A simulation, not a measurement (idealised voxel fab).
The process module that follows is named voxel wiring stack.
For reference, the cross-section in this document is cut, with width 210 nm and square cells of 5 nm.
Reading order for cross-sections: top band down to bottom band. Underlying form: a grid of square cells. Band size: one or more rows of cells.
In this notation a band is specified by the heights of its top and bottom, in that order and in nm, after which its materials appear from left to right, each paired with its width in nm. The word "full width" attached to a single material means that material fills the band from edge to edge; the word "blank" stands for empty space.
Zero point of the height axis is 0; under it, received wafer = one material. Lowest band: continues down indefinitely, "0..down".
Note: "30->40" means the width goes from the first number (top row of the band) to the second number (bottom row) in equal steps per row of cells.
Reading "all unchanged" for a step: not a cell of the cross-section changed in it.
Entry "Closed void list". Content: empty spaces with no open connection to the top, size 8 cells or greater. Each: width x height at distance. Distance: from left edge. Unit: nm.
Formally, on a step line, whatever follows the settings is a remark that the simulator itself makes on the step.
Each step line may optionally specify "overlay nm", which for a step with a mask gives the rightward distance between the mask's planned place and where it lay, a negative value indicating the leftward direction.
Each pair of cross-sections that follows straddles one process step: the one shows the state before the step, the other the state after it, down to the lowest band that changed and no further. The step in question, and its settings, are given under the pair. Note that a pair is not necessarily a continuation of the pair above it, since pairs can come from different runs of this module on the same starting wafer; it is a continuation only where its entry headed "Pre-process" says so.

PRE-PROCESS
    0..down: Si full width
    Closed void list: none

POST-PROCESS VIEW
    10..0: SiO2 full width
    Anything lower than 0 is untouched.
    Closed void list: none
Here is the step that sits between the two cross-sections above: CONFORMAL_DEP,material SiO2,thk nm 10

Pre-process: = after-state of the pair above.

POST-PROCESS VIEW
    15..10: TiN full width
    Anything lower than 10 is untouched.
    Closed void list: none
Here is the step that sits between the two cross-sections above: DIRECTIONAL_DEP,material TiN,thk nm 5

Pre-process: = after-state of the pair above.

POST-PROCESS VIEW
    30..15: W full width
    Anything lower than 15 is untouched.
    Closed void list: none
Here is the step that sits between the two cross-sections above: DIRECTIONAL_DEP,material W,thk nm 15

Pre-process: = after-state of the pair above.

POST-PROCESS VIEW
    45..30: blank 30 nm, resist 30 nm, blank 30 nm, resist 30 nm, blank 30 nm, resist 30 nm, blank 30 nm
    Anything lower than 30 is untouched.
    Closed void list: none
Here is the step that sits between the two cross-sections above: PATTERN,tone cover,mask id METAL_1,material resist,width nm 30,pitch nm 60,thk nm 15,overlay nm 0

Pre-process: = after-state of the pair above.

POST-PROCESS VIEW
    45..30: blank 30 nm, resist 30 nm, blank 30 nm, resist 30 nm, blank 30 nm, resist 30 nm, blank 30 nm
    30..15: blank 30 nm, W 30 nm, blank 30 nm, W 30 nm, blank 30 nm, W 30 nm, blank 30 nm
    Anything lower than 15 is untouched.
    Closed void list: none
Here is the step that sits between the two cross-sections above: DIRECTIONAL_ETCH,etch materials W,depth nm 15

Pre-process: = after-state of the pair above.

POST-PROCESS VIEW
    45..30: blank 30 nm, resist 30 nm, blank 30 nm, resist 30 nm, blank 30 nm, resist 30 nm, blank 30 nm
    30..15: blank 30 nm, W 30 nm, blank 30 nm, W 30 nm, blank 30 nm, W 30 nm, blank 30 nm
    15..10: blank 30 nm, TiN 30 nm, blank 30 nm, TiN 30 nm, blank 30 nm, TiN 30 nm, blank 30 nm
    Anything lower than 10 is untouched.
    Closed void list: none
Here is the step that sits between the two cross-sections above: DIRECTIONAL_ETCH,etch materials TiN,depth nm 5

Pre-process: = after-state of the pair above.

POST-PROCESS VIEW
    30..15: blank 30 nm, W 30 nm, blank 30 nm, W 30 nm, blank 30 nm, W 30 nm, blank 30 nm
    Anything lower than 15 is untouched.
    Closed void list: none
Here is the step that sits between the two cross-sections above: STRIP,etch materials resist

Pre-process: = after-state of the pair above.

POST-PROCESS VIEW
    35..30: SiO2 full width
    30..15: SiO2 30 nm, W 30 nm, SiO2 30 nm, W 30 nm, SiO2 30 nm, W 30 nm, SiO2 30 nm
    15..10: SiO2 30 nm, TiN 30 nm, SiO2 30 nm, TiN 30 nm, SiO2 30 nm, TiN 30 nm, SiO2 30 nm
    Anything lower than 10 is untouched.
    Closed void list: none
Here is the step that sits between the two cross-sections above: FILL_DEP,material SiO2,thk nm 5

Pre-process: = after-state of the pair above.

POST-PROCESS VIEW
    30..15: SiO2 30 nm, W 30 nm, SiO2 30 nm, W 30 nm, SiO2 30 nm, W 30 nm, SiO2 30 nm
    Anything lower than 15 is untouched.
    Closed void list: none
Here is the step that sits between the two cross-sections above: CMP,height nm 30

Pre-process: = after-state of the pair above.

POST-PROCESS VIEW
    35..30: SiCN full width
    Anything lower than 30 is untouched.
    Closed void list: none
Here is the step that sits between the two cross-sections above: CONFORMAL_DEP,material SiCN,thk nm 5

Pre-process: = after-state of the pair above.

POST-PROCESS VIEW
    45..35: SiO2 full width
    Anything lower than 35 is untouched.
    Closed void list: none
Here is the step that sits between the two cross-sections above: DIRECTIONAL_DEP,material SiO2,thk nm 10

Pre-process: = after-state of the pair above.

POST-PROCESS VIEW
    55..45: aC full width
    Anything lower than 45 is untouched.
    Closed void list: none
Here is the step that sits between the two cross-sections above: DIRECTIONAL_DEP,material aC,thk nm 10

Pre-process: = after-state of the pair above.

POST-PROCESS VIEW
    80..55: resist 30 nm, blank 15 nm, resist 45 nm, blank 15 nm, resist 45 nm, blank 15 nm, resist 45 nm
    Anything lower than 55 is untouched.
    Closed void list: none
Here is the step that sits between the two cross-sections above: PATTERN,tone open,mask id PLUG_1,material resist,width nm 15,pitch nm 60,thk nm 25,overlay nm 0

Pre-process: = after-state of the pair above.

POST-PROCESS VIEW
    70..55: resist 30 nm, blank 15 nm, resist 45 nm, blank 15 nm, resist 45 nm, blank 15 nm, resist 45 nm
    55..45: aC 30 nm, blank 15 nm, aC 45 nm, blank 15 nm, aC 45 nm, blank 15 nm, aC 45 nm
    Anything lower than 45 is untouched.
    Closed void list: none
Here is the step that sits between the two cross-sections above: DIRECTIONAL_ETCH,etch materials aC,depth nm 10

Pre-process: = after-state of the pair above.

POST-PROCESS VIEW
    55..45: aC 30 nm, blank 15 nm, aC 45 nm, blank 15 nm, aC 45 nm, blank 15 nm, aC 45 nm
    Anything lower than 45 is untouched.
    Closed void list: none
Here is the step that sits between the two cross-sections above: STRIP,etch materials resist

Pre-process: = after-state of the pair above.

POST-PROCESS VIEW
    55..45: aC 30 nm, blank 15 nm, aC 45 nm, blank 15 nm, aC 45 nm, blank 15 nm, aC 45 nm
    45..35: SiO2 30 nm, blank 15 nm, SiO2 45 nm, blank 15 nm, SiO2 45 nm, blank 15 nm, SiO2 45 nm
    Anything lower than 35 is untouched.
    Closed void list: none
Here is the step that sits between the two cross-sections above: DIRECTIONAL_ETCH,etch materials SiO2,depth nm 10

Pre-process: = after-state of the pair above.

POST-PROCESS VIEW
    55..45: aC 30 nm, blank 15 nm, aC 45 nm, blank 15 nm, aC 45 nm, blank 15 nm, aC 45 nm
    45..35: SiO2 30 nm, blank 15 nm, SiO2 45 nm, blank 15 nm, SiO2 45 nm, blank 15 nm, SiO2 45 nm
    35..30: SiCN 30 nm, blank 15 nm, SiCN 45 nm, blank 15 nm, SiCN 45 nm, blank 15 nm, SiCN 45 nm
    Anything lower than 30 is untouched.
    Closed void list: none
Here is the step that sits between the two cross-sections above: DIRECTIONAL_ETCH,etch materials SiCN,depth nm 5

Pre-process: = after-state of the pair above.

POST-PROCESS VIEW
    45..35: SiO2 30 nm, blank 15 nm, SiO2 45 nm, blank 15 nm, SiO2 45 nm, blank 15 nm, SiO2 45 nm
    Anything lower than 35 is untouched.
    Closed void list: none
Here is the step that sits between the two cross-sections above: STRIP,etch materials aC

Pre-process: = after-state of the pair above.

POST-PROCESS VIEW
    45..40: SiO2 30 nm, blank 15 nm, SiO2 45 nm, blank 15 nm, SiO2 45 nm, blank 15 nm, SiO2 45 nm
    40..35: SiO2 30 nm, Ru 15 nm, SiO2 45 nm, Ru 15 nm, SiO2 45 nm, Ru 15 nm, SiO2 45 nm
    35..30: SiCN 30 nm, Ru 15 nm, SiCN 45 nm, Ru 15 nm, SiCN 45 nm, Ru 15 nm, SiCN 45 nm
    Anything lower than 30 is untouched.
    Closed void list: none
Here is the step that sits between the two cross-sections above: EPI,material Ru,thk nm 10

Pre-process: = after-state of the pair above.

POST-PROCESS VIEW
    45..35: SiO2 30 nm, Ru 15 nm, SiO2 45 nm, Ru 15 nm, SiO2 45 nm, Ru 15 nm, SiO2 45 nm
    Anything lower than 35 is untouched.
    Closed void list: none
Here is the step that sits between the two cross-sections above: EPI,material Ru,thk nm 5

Pre-process: = after-state of the pair above.

POST-PROCESS VIEW
    50..45: SiN full width
    Anything lower than 45 is untouched.
    Closed void list: none
Here is the step that sits between the two cross-sections above: CONFORMAL_DEP,material SiN,thk nm 5

Pre-process: = after-state of the pair above.

POST-PROCESS VIEW
    65..50: SiO2 full width
    Anything lower than 50 is untouched.
    Closed void list: none
Here is the step that sits between the two cross-sections above: DIRECTIONAL_DEP,material SiO2,thk nm 15

Pre-process: = after-state of the pair above.

POST-PROCESS VIEW
    80..65: aC full width
    Anything lower than 65 is untouched.
    Closed void list: none
Here is the step that sits between the two cross-sections above: DIRECTIONAL_DEP,material aC,thk nm 15

Pre-process: = after-state of the pair above.

POST-PROCESS VIEW
    110..80: resist 30 nm, blank 30 nm, resist 30 nm, blank 30 nm, resist 30 nm, blank 30 nm, resist 30 nm
    Anything lower than 80 is untouched.
    Closed void list: none
Here is the step that sits between the two cross-sections above: PATTERN,tone open,mask id METAL_2,material resist,width nm 30,pitch nm 60,thk nm 30,overlay nm 0

Pre-process: = after-state of the pair above.

POST-PROCESS VIEW
    95..80: resist 30 nm, blank 30 nm, resist 30 nm, blank 30 nm, resist 30 nm, blank 30 nm, resist 30 nm
    80..65: aC 30 nm, blank 30 nm, aC 30 nm, blank 30 nm, aC 30 nm, blank 30 nm, aC 30 nm
    Anything lower than 65 is untouched.
    Closed void list: none
Here is the step that sits between the two cross-sections above: DIRECTIONAL_ETCH,etch materials aC,depth nm 15

Pre-process: = after-state of the pair above.

POST-PROCESS VIEW
    80..65: aC 30 nm, blank 30 nm, aC 30 nm, blank 30 nm, aC 30 nm, blank 30 nm, aC 30 nm
    Anything lower than 65 is untouched.
    Closed void list: none
Here is the step that sits between the two cross-sections above: STRIP,etch materials resist

Pre-process: = after-state of the pair above.

POST-PROCESS VIEW
    80..65: aC 30 nm, blank 30 nm, aC 30 nm, blank 30 nm, aC 30 nm, blank 30 nm, aC 30 nm
    65..50: SiO2 30 nm, blank 30 nm, SiO2 30 nm, blank 30 nm, SiO2 30 nm, blank 30 nm, SiO2 30 nm
    Anything lower than 50 is untouched.
    Closed void list: none
Here is the step that sits between the two cross-sections above: DIRECTIONAL_ETCH,etch materials SiO2,depth nm 15

Pre-process: = after-state of the pair above.

POST-PROCESS VIEW
    80..65: aC 30 nm, blank 30 nm, aC 30 nm, blank 30 nm, aC 30 nm, blank 30 nm, aC 30 nm
    65..50: SiO2 30 nm, blank 30 nm, SiO2 30 nm, blank 30 nm, SiO2 30 nm, blank 30 nm, SiO2 30 nm
    50..45: SiN 30 nm, blank 30 nm, SiN 30 nm, blank 30 nm, SiN 30 nm, blank 30 nm, SiN 30 nm
    Anything lower than 45 is untouched.
    Closed void list: none
Here is the step that sits between the two cross-sections above: DIRECTIONAL_ETCH,etch materials SiN,depth nm 5

Pre-process: = after-state of the pair above.

POST-PROCESS VIEW
    65..50: SiO2 30 nm, blank 30 nm, SiO2 30 nm, blank 30 nm, SiO2 30 nm, blank 30 nm, SiO2 30 nm
    Anything lower than 50 is untouched.
    Closed void list: none
Here is the step that sits between the two cross-sections above: STRIP,etch materials aC

Pre-process: = after-state of the pair above.

POST-PROCESS VIEW
    70..65: TiN 35 nm, blank 20 nm, TiN 40 nm, blank 20 nm, TiN 40 nm, blank 20 nm, TiN 35 nm
    65..50: SiO2 30 nm, TiN 5 nm, blank 20 nm, TiN 5 nm, SiO2 30 nm, TiN 5 nm, blank 20 nm, TiN 5 nm, SiO2 30 nm, TiN 5 nm, blank 20 nm, TiN 5 nm, SiO2 30 nm
    50..45: SiN 30 nm, TiN 30 nm, SiN 30 nm, TiN 30 nm, SiN 30 nm, TiN 30 nm, SiN 30 nm
    Anything lower than 45 is untouched.
    Closed void list: none
Here is the step that sits between the two cross-sections above: CONFORMAL_DEP,material TiN,thk nm 5

Pre-process: = after-state of the pair above.

POST-PROCESS VIEW
    80..70: W full width
    70..65: TiN 35 nm, W 20 nm, TiN 40 nm, W 20 nm, TiN 40 nm, W 20 nm, TiN 35 nm
    65..50: SiO2 30 nm, TiN 5 nm, W 20 nm, TiN 5 nm, SiO2 30 nm, TiN 5 nm, W 20 nm, TiN 5 nm, SiO2 30 nm, TiN 5 nm, W 20 nm, TiN 5 nm, SiO2 30 nm
    Anything lower than 50 is untouched.
    Closed void list: none
Here is the step that sits between the two cross-sections above: FILL_DEP,material W,thk nm 10

Pre-process: = after-state of the pair above.

POST-PROCESS VIEW
    65..50: SiO2 30 nm, TiN 5 nm, W 20 nm, TiN 5 nm, SiO2 30 nm, TiN 5 nm, W 20 nm, TiN 5 nm, SiO2 30 nm, TiN 5 nm, W 20 nm, TiN 5 nm, SiO2 30 nm
    Anything lower than 50 is untouched.
    Closed void list: none
Here is the step that sits between the two cross-sections above: CMP,height nm 65

Pre-process: = after-state of the pair above.

POST-PROCESS VIEW
    70..65: SiCN full width
    Anything lower than 65 is untouched.
    Closed void list: none
Here is the step that sits between the two cross-sections above: CONFORMAL_DEP,material SiCN,thk nm 5

Pre-process: = after-state of the pair above.

POST-PROCESS VIEW
    85..70: lowk full width
    Anything lower than 70 is untouched.
    Closed void list: none
Here is the step that sits between the two cross-sections above: DIRECTIONAL_DEP,material lowk,thk nm 15

Pre-process: = after-state of the pair above.

POST-PROCESS VIEW
    95..85: aC full width
    Anything lower than 85 is untouched.
    Closed void list: none
Here is the step that sits between the two cross-sections above: DIRECTIONAL_DEP,material aC,thk nm 10

Pre-process: = after-state of the pair above.

POST-PROCESS VIEW
    120..95: resist 30 nm, blank 15 nm, resist 45 nm, blank 15 nm, resist 45 nm, blank 15 nm, resist 45 nm
    Anything lower than 95 is untouched.
    Closed void list: none
Here is the step that sits between the two cross-sections above: PATTERN,tone open,mask id PLUG_2,material resist,width nm 15,pitch nm 60,thk nm 25,overlay nm 0

Pre-process: = after-state of the pair above.

POST-PROCESS VIEW
    110..95: resist 30 nm, blank 15 nm, resist 45 nm, blank 15 nm, resist 45 nm, blank 15 nm, resist 45 nm
    95..85: aC 30 nm, blank 15 nm, aC 45 nm, blank 15 nm, aC 45 nm, blank 15 nm, aC 45 nm
    Anything lower than 85 is untouched.
    Closed void list: none
Here is the step that sits between the two cross-sections above: DIRECTIONAL_ETCH,etch materials aC,depth nm 10

Pre-process: = after-state of the pair above.

POST-PROCESS VIEW
    95..85: aC 30 nm, blank 15 nm, aC 45 nm, blank 15 nm, aC 45 nm, blank 15 nm, aC 45 nm
    Anything lower than 85 is untouched.
    Closed void list: none
Here is the step that sits between the two cross-sections above: STRIP,etch materials resist

Pre-process: = after-state of the pair above.

POST-PROCESS VIEW
    95..85: aC 30 nm, blank 15 nm, aC 45 nm, blank 15 nm, aC 45 nm, blank 15 nm, aC 45 nm
    85..70: lowk 30 nm, blank 15 nm, lowk 45 nm, blank 15 nm, lowk 45 nm, blank 15 nm, lowk 45 nm
    Anything lower than 70 is untouched.
    Closed void list: none
Here is the step that sits between the two cross-sections above: DIRECTIONAL_ETCH,etch materials lowk,depth nm 15

Pre-process: = after-state of the pair above.

POST-PROCESS VIEW
    95..85: aC 30 nm, blank 15 nm, aC 45 nm, blank 15 nm, aC 45 nm, blank 15 nm, aC 45 nm
    85..70: lowk 30 nm, blank 15 nm, lowk 45 nm, blank 15 nm, lowk 45 nm, blank 15 nm, lowk 45 nm
    70..65: SiCN 30 nm, blank 15 nm, SiCN 45 nm, blank 15 nm, SiCN 45 nm, blank 15 nm, SiCN 45 nm
    Anything lower than 65 is untouched.
    Closed void list: none
Here is the step that sits between the two cross-sections above: DIRECTIONAL_ETCH,etch materials SiCN,depth nm 5

Pre-process: = after-state of the pair above.

POST-PROCESS VIEW
    85..70: lowk 30 nm, blank 15 nm, lowk 45 nm, blank 15 nm, lowk 45 nm, blank 15 nm, lowk 45 nm
    Anything lower than 70 is untouched.
    Closed void list: none
Here is the step that sits between the two cross-sections above: STRIP,etch materials aC

Pre-process: = after-state of the pair above.

POST-PROCESS VIEW
    85..75: lowk 30 nm, blank 15 nm, lowk 45 nm, blank 15 nm, lowk 45 nm, blank 15 nm, lowk 45 nm
    75..70: lowk 30 nm, Ru 15 nm, lowk 45 nm, Ru 15 nm, lowk 45 nm, Ru 15 nm, lowk 45 nm
    70..65: SiCN 30 nm, Ru 15 nm, SiCN 45 nm, Ru 15 nm, SiCN 45 nm, Ru 15 nm, SiCN 45 nm
    Anything lower than 65 is untouched.
    Closed void list: none
Here is the step that sits between the two cross-sections above: EPI,material Ru,thk nm 10

Pre-process: = after-state of the pair above.

POST-PROCESS VIEW
    85..70: lowk 30 nm, Ru 15 nm, lowk 45 nm, Ru 15 nm, lowk 45 nm, Ru 15 nm, lowk 45 nm
    Anything lower than 70 is untouched.
    Closed void list: none
Here is the step that sits between the two cross-sections above: EPI,material Ru,thk nm 10

Pre-process: = after-state of the pair above.

POST-PROCESS VIEW
    90..85: TiN full width
    Anything lower than 85 is untouched.
    Closed void list: none
Here is the step that sits between the two cross-sections above: DIRECTIONAL_DEP,material TiN,thk nm 5

Pre-process: = after-state of the pair above.

POST-PROCESS VIEW
    105..90: Ru full width
    Anything lower than 90 is untouched.
    Closed void list: none
Here is the step that sits between the two cross-sections above: DIRECTIONAL_DEP,material Ru,thk nm 15

Pre-process: = after-state of the pair above.

POST-PROCESS VIEW
    115..105: aC full width
    Anything lower than 105 is untouched.
    Closed void list: none
Here is the step that sits between the two cross-sections above: DIRECTIONAL_DEP,material aC,thk nm 10

Pre-process: = after-state of the pair above.

POST-PROCESS VIEW
    140..115: blank 30 nm, resist 30 nm, blank 30 nm, resist 30 nm, blank 30 nm, resist 30 nm, blank 30 nm
    Anything lower than 115 is untouched.
    Closed void list: none
Here is the step that sits between the two cross-sections above: PATTERN,tone cover,mask id METAL_3,material resist,width nm 30,pitch nm 60,thk nm 25,overlay nm 0

Pre-process: = after-state of the pair above.

POST-PROCESS VIEW
    130..115: blank 30 nm, resist 30 nm, blank 30 nm, resist 30 nm, blank 30 nm, resist 30 nm, blank 30 nm
    115..105: blank 30 nm, aC 30 nm, blank 30 nm, aC 30 nm, blank 30 nm, aC 30 nm, blank 30 nm
    Anything lower than 105 is untouched.
    Closed void list: none
Here is the step that sits between the two cross-sections above: DIRECTIONAL_ETCH,etch materials aC,depth nm 10

Pre-process: = after-state of the pair above.

POST-PROCESS VIEW
    115..105: blank 30 nm, aC 30 nm, blank 30 nm, aC 30 nm, blank 30 nm, aC 30 nm, blank 30 nm
    Anything lower than 105 is untouched.
    Closed void list: none
Here is the step that sits between the two cross-sections above: STRIP,etch materials resist

Pre-process: = after-state of the pair above.

POST-PROCESS VIEW
    115..105: blank 30 nm, aC 30 nm, blank 30 nm, aC 30 nm, blank 30 nm, aC 30 nm, blank 30 nm
    105..90: blank 30 nm, Ru 30 nm, blank 30 nm, Ru 30 nm, blank 30 nm, Ru 30 nm, blank 30 nm
    Anything lower than 90 is untouched.
    Closed void list: none
Here is the step that sits between the two cross-sections above: DIRECTIONAL_ETCH,etch materials Ru,depth nm 15

Pre-process: = after-state of the pair above.

POST-PROCESS VIEW
    115..105: blank 30 nm, aC 30 nm, blank 30 nm, aC 30 nm, blank 30 nm, aC 30 nm, blank 30 nm
    105..90: blank 30 nm, Ru 30 nm, blank 30 nm, Ru 30 nm, blank 30 nm, Ru 30 nm, blank 30 nm
    90..85: blank 30 nm, TiN 30 nm, blank 30 nm, TiN 30 nm, blank 30 nm, TiN 30 nm, blank 30 nm
    Anything lower than 85 is untouched.
    Closed void list: none
Here is the step that sits between the two cross-sections above: DIRECTIONAL_ETCH,etch materials TiN,depth nm 5

Pre-process: = after-state of the pair above.

POST-PROCESS VIEW
    105..90: blank 30 nm, Ru 30 nm, blank 30 nm, Ru 30 nm, blank 30 nm, Ru 30 nm, blank 30 nm
    Anything lower than 90 is untouched.
    Closed void list: none
Here is the step that sits between the two cross-sections above: STRIP,etch materials aC

Pre-process: = after-state of the pair above.

POST-PROCESS VIEW
    110..105: lowk full width
    105..90: lowk 30 nm, Ru 30 nm, lowk 30 nm, Ru 30 nm, lowk 30 nm, Ru 30 nm, lowk 30 nm
    90..85: lowk 30 nm, TiN 30 nm, lowk 30 nm, TiN 30 nm, lowk 30 nm, TiN 30 nm, lowk 30 nm
    Anything lower than 85 is untouched.
    Closed void list: none
Here is the step that sits between the two cross-sections above: FILL_DEP,material lowk,thk nm 5

Pre-process: = after-state of the pair above.

POST-PROCESS VIEW
    105..90: lowk 30 nm, Ru 30 nm, lowk 30 nm, Ru 30 nm, lowk 30 nm, Ru 30 nm, lowk 30 nm
    Anything lower than 90 is untouched.
    Closed void list: none
Here is the step that sits between the two cross-sections above: CMP,height nm 105

Pre-process: = after-state of the pair above.

POST-PROCESS VIEW
    110..105: SiCN full width
    Anything lower than 105 is untouched.
    Closed void list: none
Here is the step that sits between the two cross-sections above: CONFORMAL_DEP,material SiCN,thk nm 5

Pre-process: = after-state of the pair above.

POST-PROCESS VIEW
    130..110: SiO2 full width
    Anything lower than 110 is untouched.
    Closed void list: none
Here is the step that sits between the two cross-sections above: DIRECTIONAL_DEP,material SiO2,thk nm 20

Pre-process: = after-state of the pair above.

POST-PROCESS VIEW
    130..110: SiO2 30 nm, blank 15 nm, SiO2 105 nm, blank 15 nm, SiO2 45 nm
    Anything lower than 110 is untouched.
    Closed void list: none
Here is the step that sits between the two cross-sections above: MASKED_ETCH,tone open,mask id PLUG_3,width nm 15,pitch nm 120,etch materials SiO2,depth nm 20,overlay nm 0

Pre-process: = after-state of the pair above.

POST-PROCESS VIEW
    130..110: SiO2 30 nm, blank 15 nm, SiO2 105 nm, blank 15 nm, SiO2 45 nm
    110..105: SiCN 30 nm, blank 15 nm, SiCN 105 nm, blank 15 nm, SiCN 45 nm
    Anything lower than 105 is untouched.
    Closed void list: none
Here is the step that sits between the two cross-sections above: MASKED_ETCH,tone open,mask id PLUG_3,width nm 15,pitch nm 120,etch materials SiCN,depth nm 5,overlay nm 0

Pre-process: = after-state of the pair above.

POST-PROCESS VIEW
    135..130: TiN 35 nm, blank 5 nm, TiN 115 nm, blank 5 nm, TiN 50 nm
    130..110: SiO2 30 nm, TiN 5 nm, blank 5 nm, TiN 5 nm, SiO2 105 nm, TiN 5 nm, blank 5 nm, TiN 5 nm, SiO2 45 nm
    110..105: SiCN 30 nm, TiN 15 nm, SiCN 105 nm, TiN 15 nm, SiCN 45 nm
    Anything lower than 105 is untouched.
    Closed void list: none
Here is the step that sits between the two cross-sections above: CONFORMAL_DEP,material TiN,thk nm 5

Pre-process: = after-state of the pair above.

POST-PROCESS VIEW
    140..135: Cu full width
    135..130: TiN 35 nm, Cu 5 nm, TiN 115 nm, Cu 5 nm, TiN 50 nm
    130..110: SiO2 30 nm, TiN 5 nm, Cu 5 nm, TiN 5 nm, SiO2 105 nm, TiN 5 nm, Cu 5 nm, TiN 5 nm, SiO2 45 nm
    Anything lower than 110 is untouched.
    Closed void list: none
Here is the step that sits between the two cross-sections above: FILL_DEP,material Cu,thk nm 5

Pre-process: = after-state of the pair above.

POST-PROCESS VIEW
    130..110: SiO2 30 nm, TiN 5 nm, Cu 5 nm, TiN 5 nm, SiO2 105 nm, TiN 5 nm, Cu 5 nm, TiN 5 nm, SiO2 45 nm
    Anything lower than 110 is untouched.
    Closed void list: none
Here is the step that sits between the two cross-sections above: CMP,height nm 130

Pre-process: = after-state of the pair above.

POST-PROCESS VIEW
    135..130: TiN full width
    Anything lower than 130 is untouched.
    Closed void list: none
Here is the step that sits between the two cross-sections above: DIRECTIONAL_DEP,material TiN,thk nm 5

Pre-process: = after-state of the pair above.

POST-PROCESS VIEW
    150..135: W full width
    Anything lower than 135 is untouched.
    Closed void list: none
Here is the step that sits between the two cross-sections above: DIRECTIONAL_DEP,material W,thk nm 15

Pre-process: = after-state of the pair above.

POST-PROCESS VIEW
    165..150: blank 30 nm, resist 30 nm, blank 30 nm, resist 30 nm, blank 30 nm, resist 30 nm, blank 30 nm
    Anything lower than 150 is untouched.
    Closed void list: none
Here is the step that sits between the two cross-sections above: PATTERN,tone cover,mask id METAL_4,material resist,width nm 30,pitch nm 60,thk nm 15,overlay nm 0

Pre-process: = after-state of the pair above.

POST-PROCESS VIEW
    165..150: blank 30 nm, resist 30 nm, blank 30 nm, resist 30 nm, blank 30 nm, resist 30 nm, blank 30 nm
    150..135: blank 30 nm, W 30 nm, blank 30 nm, W 30 nm, blank 30 nm, W 30 nm, blank 30 nm
    Anything lower than 135 is untouched.
    Closed void list: none
Here is the step that sits between the two cross-sections above: DIRECTIONAL_ETCH,etch materials W,depth nm 15

Pre-process: = after-state of the pair above.

POST-PROCESS VIEW
    165..150: blank 30 nm, resist 30 nm, blank 30 nm, resist 30 nm, blank 30 nm, resist 30 nm, blank 30 nm
    150..135: blank 30 nm, W 30 nm, blank 30 nm, W 30 nm, blank 30 nm, W 30 nm, blank 30 nm
    135..130: blank 30 nm, TiN 30 nm, blank 30 nm, TiN 30 nm, blank 30 nm, TiN 30 nm, blank 30 nm
    Anything lower than 130 is untouched.
    Closed void list: none
Here is the step that sits between the two cross-sections above: DIRECTIONAL_ETCH,etch materials TiN,depth nm 5

Pre-process: = after-state of the pair above.

POST-PROCESS VIEW
    150..135: blank 30 nm, W 30 nm, blank 30 nm, W 30 nm, blank 30 nm, W 30 nm, blank 30 nm
    Anything lower than 135 is untouched.
    Closed void list: none
Here is the step that sits between the two cross-sections above: STRIP,etch materials resist

Pre-process: = after-state of the pair above.

POST-PROCESS VIEW
    160..150: lowk full width
    150..135: lowk 30 nm, W 30 nm, lowk 30 nm, W 30 nm, lowk 30 nm, W 30 nm, lowk 30 nm
    135..130: lowk 30 nm, TiN 30 nm, lowk 30 nm, TiN 30 nm, lowk 30 nm, TiN 30 nm, lowk 30 nm
    Anything lower than 130 is untouched.
    Closed void list: none
Here is the step that sits between the two cross-sections above: FILL_DEP,material lowk,thk nm 10

Pre-process: = after-state of the pair above.

POST-PROCESS VIEW
    150..135: lowk 30 nm, W 30 nm, lowk 30 nm, W 30 nm, lowk 30 nm, W 30 nm, lowk 30 nm
    Anything lower than 135 is untouched.
    Closed void list: none
Here is the step that sits between the two cross-sections above: CMP,height nm 150

Pre-process: = after-state of the pair above.

POST-PROCESS VIEW
    155..150: SiCN full width
    Anything lower than 150 is untouched.
    Closed void list: none
Here is the step that sits between the two cross-sections above: CONFORMAL_DEP,material SiCN,thk nm 5

PRE-PROCESS
    85..75: lowk 30 nm, blank 15 nm, lowk 45 nm, blank 15 nm, lowk 45 nm, blank 15 nm, lowk 45 nm
    75..70: lowk 30 nm, Ru 15 nm, lowk 45 nm, Ru 15 nm, lowk 45 nm, Ru 15 nm, lowk 45 nm
    70..65: SiCN 30 nm, Ru 15 nm, SiCN 45 nm, Ru 15 nm, SiCN 45 nm, Ru 15 nm, SiCN 45 nm
    65..50: SiO2 30 nm, TiN 5 nm, W 20 nm, TiN 5 nm, SiO2 30 nm, TiN 5 nm, W 20 nm, TiN 5 nm, SiO2 30 nm, TiN 5 nm, W 20 nm, TiN 5 nm, SiO2 30 nm
    50..45: SiN 30 nm, TiN 30 nm, SiN 30 nm, TiN 30 nm, SiN 30 nm, TiN 30 nm, SiN 30 nm
    45..35: SiO2 30 nm, Ru 15 nm, SiO2 45 nm, Ru 15 nm, SiO2 45 nm, Ru 15 nm, SiO2 45 nm
    35..30: SiCN 30 nm, Ru 15 nm, SiCN 45 nm, Ru 15 nm, SiCN 45 nm, Ru 15 nm, SiCN 45 nm
    30..15: SiO2 30 nm, W 30 nm, SiO2 30 nm, W 30 nm, SiO2 30 nm, W 30 nm, SiO2 30 nm
    15..10: SiO2 30 nm, TiN 30 nm, SiO2 30 nm, TiN 30 nm, SiO2 30 nm, TiN 30 nm, SiO2 30 nm
    10..0: SiO2 full width
    0..down: Si full width
    Closed void list: none

POST-PROCESS VIEW
    90..85: TiN 30 nm, blank 15 nm, TiN 45 nm, blank 15 nm, TiN 45 nm, blank 15 nm, TiN 45 nm
    85..80: lowk 30 nm, blank 15 nm, lowk 45 nm, blank 15 nm, lowk 45 nm, blank 15 nm, lowk 45 nm
    80..75: lowk 30 nm, TiN 15 nm, lowk 45 nm, TiN 15 nm, lowk 45 nm, TiN 15 nm, lowk 45 nm
    Anything lower than 75 is untouched.
    Closed void list: none
Here is the step that sits between the two cross-sections above: DIRECTIONAL_DEP,material TiN,thk nm 5

Pre-process: = after-state of the pair above.

POST-PROCESS VIEW
    105..95: Ru 30 nm, blank 15 nm, Ru 45 nm, blank 15 nm, Ru 45 nm, blank 15 nm, Ru 45 nm
    95..90: Ru full width
    90..85: TiN 30 nm, Ru 15 nm, TiN 45 nm, Ru 15 nm, TiN 45 nm, Ru 15 nm, TiN 45 nm
    85..80: lowk 30 nm, Ru 15 nm, lowk 45 nm, Ru 15 nm, lowk 45 nm, Ru 15 nm, lowk 45 nm
    Anything lower than 80 is untouched.
    Closed void list: none
Here is the step that sits between the two cross-sections above: DIRECTIONAL_DEP,material Ru,thk nm 15

Pre-process: = after-state of the pair above.

POST-PROCESS VIEW
    115..105: aC 30 nm, blank 15 nm, aC 45 nm, blank 15 nm, aC 45 nm, blank 15 nm, aC 45 nm
    105..95: Ru 30 nm, aC 15 nm, Ru 45 nm, aC 15 nm, Ru 45 nm, aC 15 nm, Ru 45 nm
    Anything lower than 95 is untouched.
    Closed void list: none
Here is the step that sits between the two cross-sections above: DIRECTIONAL_DEP,material aC,thk nm 10
